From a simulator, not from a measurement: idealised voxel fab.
Proc. module: voxel capacitor over wiring
We display cut, a cross-section 165 nm in width whose square cells are each 5 nm.
In what follows, cross-sections appear as grids of square cells, described through bands that run from the top down, where every band is one or more rows of cells. Top, bottom (nm), then materials left to right with widths (nm); lone material tagged "throughout" fills the whole band edge to edge; "empty" = empty space. We count height from 0. Below that, the starting wafer is all one material. The lowest band never ends at the bottom but goes on down; see "0..down" for how that is written. Width "30->40": first value at the band's top row of cells, second value at its bottom row, equal change from row to row. Step marked "remains unaltered"? Then no cell in the cross-section changed in it. "Trapped voids": empty spaces of 8 cells or more with no open way to the top, each given as width x height at distance, distance from the left edge, all in nm. Read whatever lies past the settings on a step's line as the simulator's own remark about the step. You can add "overlay nm" to a step's line. For a step with a mask, it describes how far the mask lay to the right of its planned position, and a negative number describes a lay to the left.
The steps planned for the process are as follows:
1) RECEIVE | material Si
2) CONFORMAL_DEP | material SiO2 | thk nm 15
3) DIRECTIONAL_DEP | material TiN | thk nm 5
4) DIRECTIONAL_DEP | material W | thk nm 15
5) PATTERN | tone cover | mask id METAL_1 | material resist | width nm 30 | pitch nm 90 | thk nm 20 | overlay nm 0
6) DIRECTIONAL_ETCH | etch materials W | depth nm 15
7) DIRECTIONAL_ETCH | etch materials TiN | depth nm 5
8) STRIP | etch materials resist
9) CONFORMAL_DEP | material SiN | thk nm 5
10) FILL_DEP | material lowk | thk nm 5
11) CMP | height nm 35
12) CONFORMAL_DEP | material SiCN | thk nm 5
13) DIRECTIONAL_DEP | material lowk | thk nm 10
14) PATTERN | tone open | mask id PLUG_1 | material resist | width nm 15 | thk nm 15 | overlay nm 0
15) DIRECTIONAL_ETCH | etch materials lowk | depth nm 10
16) DIRECTIONAL_ETCH | etch materials SiCN | depth nm 5
17) STRIP | etch materials resist
18) CONFORMAL_DEP | material TiN | thk nm 5
19) FILL_DEP | material Cu | thk nm 5
20) CMP | height nm 50
21) DIRECTIONAL_DEP | material TiN | thk nm 10
22) DIRECTIONAL_DEP | material SiN | thk nm 5
23) DIRECTIONAL_DEP | material TiN | thk nm 5
24) MASKED_ETCH | tone cover | mask id UPPER_PLATE | width nm 65 | etch materials TiN | depth nm 5 | overlay nm 0
25) MASKED_ETCH | tone cover | mask id UPPER_PLATE | width nm 65 | etch materials SiN | depth nm 5 | overlay nm 0
26) DIRECTIONAL_DEP | material aC | thk nm 10
27) PATTERN | tone cover | mask id LOWER_PLATE | material resist | width nm 75 | thk nm 30 | overlay nm 0
28) DIRECTIONAL_ETCH | etch materials aC | depth nm 10
29) STRIP | etch materials resist
30) DIRECTIONAL_ETCH | etch materials TiN | depth nm 10
31) STRIP | etch materials aC
32) FILL_DEP | material SiO2 | thk nm 20
33) CMP | height nm 85
34) DIRECTIONAL_DEP | material aC | thk nm 10
35) PATTERN | tone open | mask id PLUG_2 | material resist | width nm 15 | thk nm 25 | overlay nm 0
36) DIRECTIONAL_ETCH | etch materials aC | depth nm 10
37) STRIP | etch materials resist
38) DIRECTIONAL_ETCH | etch materials SiO2 | depth nm 15
39) STRIP | etch materials aC
40) CONFORMAL_DEP | material TiN | thk nm 5
41) FILL_DEP | material Cu | thk nm 10
42) CMP | height nm 85
43) CONFORMAL_DEP | material SiN | thk nm 5
Incoming wafer in cross-section (state: after step 1):
    0..down = Si throughout
    Trapped voids: none
End-of-module XS, first of two wafers, run as planned:
    90..85 = SiN throughout
    85..75 = 45 nm SiO2, then 5 nm TiN, then 5 nm Cu, then 5 nm TiN, then 105 nm SiO2
    75..65 = 45->35 nm SiO2, then 15->65 nm TiN, then 105->65 nm SiO2
    65..60 = 35 nm SiO2, then 65 nm SiN, then 65 nm SiO2
    60..50 = 30 nm SiO2, then 75 nm TiN, then 60 nm SiO2
    50..40 = 35 nm lowk, then 5 nm TiN, then 5 nm Cu, then 5 nm TiN, then 115 nm lowk
    40..35 = 35 nm SiCN, then 15 nm TiN, then 115 nm SiCN
    35..20 = 15 nm lowk, then 5 nm SiN, then 30 nm W, then 5 nm SiN, then 50 nm lowk, then 5 nm SiN, then 30 nm W, then 5 nm SiN, then 20 nm lowk
    20..15 = 20 nm SiN, then 30 nm TiN, then 60 nm SiN, then 30 nm TiN, then 25 nm SiN
    15..0 = SiO2 throughout
    0..down = Si throughout
    Trapped voids: none
Cross-section at end of module for the second wafer of two, which matched the first in starting point and plan and differed by one mistake in its processing:
    90..85 = SiN throughout
    85..75 = 45 nm SiO2, then 5 nm TiN, then 5 nm Cu, then 5 nm TiN, then 105 nm SiO2
    75..65 = 45->35 nm SiO2, then 15->65 nm TiN, then 105->65 nm SiO2
    65..60 = 35 nm SiO2, then 65 nm SiN, then 65 nm SiO2
    60..50 = 30 nm SiO2, then 75 nm TiN, then 60 nm SiO2
    50..40 = 35 nm lowk, then 5 nm TiN, then 5 nm Cu, then 5 nm TiN, then 115 nm lowk
    40..35 = 35 nm SiCN, then 15 nm TiN, then 115 nm SiCN
    35..25 = 15 nm lowk, then 5 nm SiN, then 30 nm W, then 5 nm SiN, then 50 nm lowk, then 5 nm SiN, then 30 nm W, then 5 nm SiN, then 20 nm lowk
    25..20 = 20 nm SiN, then 30 nm W, then 60 nm SiN, then 30 nm W, then 25 nm SiN
    20..5 = SiO2 throughout
    5..0 = TiN throughout
    0..down = Si throughout
    Trapped voids: none
The mistake made against the process plan was this: steps 2 and 3 of the plan were run in the wrong order, each in the other's place
FYI, end of process, the second wafer has more or fewer cells of some materials than the first: SiN: 4 fewer | TiN: 21 more | lowk: 17 fewer
